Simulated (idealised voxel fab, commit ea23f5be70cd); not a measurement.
Presented below is a process module, voxel gate over fins.
The cross-section on display is named cut; it measures 270 nm wide, and its cells are 5 nm squares.
We lay out every cross-section as a grid of square cells and spell it out in bands from the top down, where one band means one or more rows of cells.
Band: top and bottom heights (nm) first, top before bottom; then materials from left to right, widths in nm. "full width" marks a sole material filling the band edge to edge. "blank" denotes empty space.
Height datum 0, below which the as-received substrate wafer is one material. Lowest band open at the bottom, running downward: "0 and below".
You'd read "30 to 40" like this: the band's top row of cells is as wide as the first number, its bottom row is as wide as the second, and going down, every row changes width by the same amount as the row before did.
For the purposes of this document, the phrase "no change occurred" attached to a step denotes that no cell within the cross-section was modified by that step.
"Enclosed cavity list" contains a list of empty spaces, each no smaller than 8 cells and without an open way to the top, written in the form width x height at distance with the distance from the left edge and all three in nm.
Heads up: the bit after the settings on a step's line is the simulator's remark on that step.
Among the settings permitted on a step's line is "overlay nm"; applied to a step with a mask, it specifies the extent to which the mask lay to the right of its planned position, whereas a negative figure signifies a position to the left.

Set out below are the planned steps of the process
step 1: RECEIVE with material Si
step 2: CONFORMAL_DEP with material SiN, thk nm 10
step 3: PATTERN with tone cover, mask id FINS, material resist, width nm 15, pitch nm 40, thk nm 20, overlay nm 0
step 4: DIRECTIONAL_ETCH with etch materials SiN, depth nm 10
step 5: DIRECTIONAL_ETCH with etch materials Si, depth nm 35
step 6: STRIP with etch materials resist
step 7: FILL_DEP with material SiO2, thk nm 15
step 8: CMP with height nm 10
step 9: SELECTIVE_ETCH with etch materials SiO2, depth nm 20
step 10: STRIP with etch materials SiN
step 11: CONFORMAL_DEP with material HfO2, thk nm 5
step 12: CONFORMAL_DEP with material TiN, thk nm 5
step 13: CONFORMAL_DEP with material TiAl, thk nm 5
step 14: CONFORMAL_DEP with material TiN, thk nm 5
step 15: FILL_DEP with material W, thk nm 10
step 16: CMP with height nm 25
step 17: CONFORMAL_DEP with material SiCN, thk nm 10

As-received state of the wafer in cross-section, equivalent to post-step 1
> 0 and below: Si full width
> Enclosed cavity list: none

First of two wafers, end-of-module section, run followed plan
> 35 down to 25: SiCN full width
> 25 down to 20: W full width
> 20 down to 15: W 65 nm / TiN 135 nm / W 70 nm
> 15 down to 10: W 65 nm / TiN 5 nm / TiAl 125 nm / TiN 5 nm / W 70 nm
> 10 down to 5: TiN 70 nm / TiAl 5 nm / TiN 35 nm / TiAl 5 nm / TiN 35 nm / TiAl 5 nm / TiN 35 nm / TiAl 5 nm / TiN 75 nm
> 5 down to 0: TiAl 75 nm / TiN 5 nm / HfO2 25 nm / TiN 5 nm / TiAl 5 nm / TiN 5 nm / HfO2 25 nm / TiN 5 nm / TiAl 5 nm / TiN 5 nm / HfO2 25 nm / TiN 5 nm / TiAl 80 nm
> 0 down to -5: TiN 80 nm / HfO2 5 nm / Si 15 nm / HfO2 5 nm / TiN 15 nm / HfO2 5 nm / Si 15 nm / HfO2 5 nm / TiN 15 nm / HfO2 5 nm / Si 15 nm / HfO2 5 nm / TiN 85 nm
> -5 down to -10: HfO2 85 nm / Si 15 nm / HfO2 25 nm / Si 15 nm / HfO2 25 nm / Si 15 nm / HfO2 90 nm
> -10 down to -35: SiO2 85 nm / Si 15 nm / SiO2 25 nm / Si 15 nm / SiO2 25 nm / Si 15 nm / SiO2 90 nm
> -35 and below: Si full width
> Enclosed cavity list: none

Same start, same plan as the first wafer - but one mistake in the run. Cross-section of the second of the two at the end of the module
> 35 down to 25: SiCN full width
> 25 down to 20: W full width
> 20 down to 15: W 65 nm / TiN 135 nm / W 70 nm
> 15 down to 10: W 65 nm / TiN 5 nm / TiAl 125 nm / TiN 5 nm / W 70 nm
> 10 down to 5: W 65 nm / TiN 5 nm / TiAl 5 nm / TiN 35 nm / TiAl 5 nm / TiN 35 nm / TiAl 5 nm / TiN 35 nm / TiAl 5 nm / TiN 5 nm / W 70 nm
> 5 down to 0: W 65 nm / TiN 5 nm / TiAl 5 nm / TiN 5 nm / HfO2 25 nm / TiN 5 nm / TiAl 5 nm / TiN 5 nm / HfO2 25 nm / TiN 5 nm / TiAl 5 nm / TiN 5 nm / HfO2 25 nm / TiN 5 nm / TiAl 5 nm / TiN 5 nm / W 70 nm
> 0 down to -10: W 65 nm / TiN 5 nm / TiAl 5 nm / TiN 5 nm / HfO2 5 nm / Si 15 nm / HfO2 5 nm / TiN 5 nm / TiAl 5 nm / TiN 5 nm / HfO2 5 nm / Si 15 nm / HfO2 5 nm / TiN 5 nm / TiAl 5 nm / TiN 5 nm / HfO2 5 nm / Si 15 nm / HfO2 5 nm / TiN 5 nm / TiAl 5 nm / TiN 5 nm / W 70 nm
> -10 down to -15: TiN 70 nm / TiAl 5 nm / TiN 5 nm / HfO2 5 nm / Si 15 nm / HfO2 5 nm / TiN 5 nm / TiAl 5 nm / TiN 5 nm / HfO2 5 nm / Si 15 nm / HfO2 5 nm / TiN 5 nm / TiAl 5 nm / TiN 5 nm / HfO2 5 nm / Si 15 nm / HfO2 5 nm / TiN 5 nm / TiAl 5 nm / TiN 75 nm
> -15 down to -20: TiAl 75 nm / TiN 5 nm / HfO2 5 nm / Si 15 nm / HfO2 5 nm / TiN 5 nm / TiAl 5 nm / TiN 5 nm / HfO2 5 nm / Si 15 nm / HfO2 5 nm / TiN 5 nm / TiAl 5 nm / TiN 5 nm / HfO2 5 nm / Si 15 nm / HfO2 5 nm / TiN 5 nm / TiAl 80 nm
> -20 down to -25: TiN 80 nm / HfO2 5 nm / Si 15 nm / HfO2 5 nm / TiN 15 nm / HfO2 5 nm / Si 15 nm / HfO2 5 nm / TiN 15 nm / HfO2 5 nm / Si 15 nm / HfO2 5 nm / TiN 85 nm
> -25 down to -30: HfO2 85 nm / Si 15 nm / HfO2 25 nm / Si 15 nm / HfO2 25 nm / Si 15 nm / HfO2 90 nm
> -30 down to -35: SiO2 85 nm / Si 15 nm / SiO2 25 nm / Si 15 nm / SiO2 25 nm / Si 15 nm / SiO2 90 nm
> -35 and below: Si full width
> Enclosed cavity list: none
What was the processing mistake? step 9 of the plan was performed twice
End of process, cell counts, second wafer against first, materials with more or fewer: HfO2 +24 | SiO2 -180 | TiAl +16 | TiN +32 | W +108
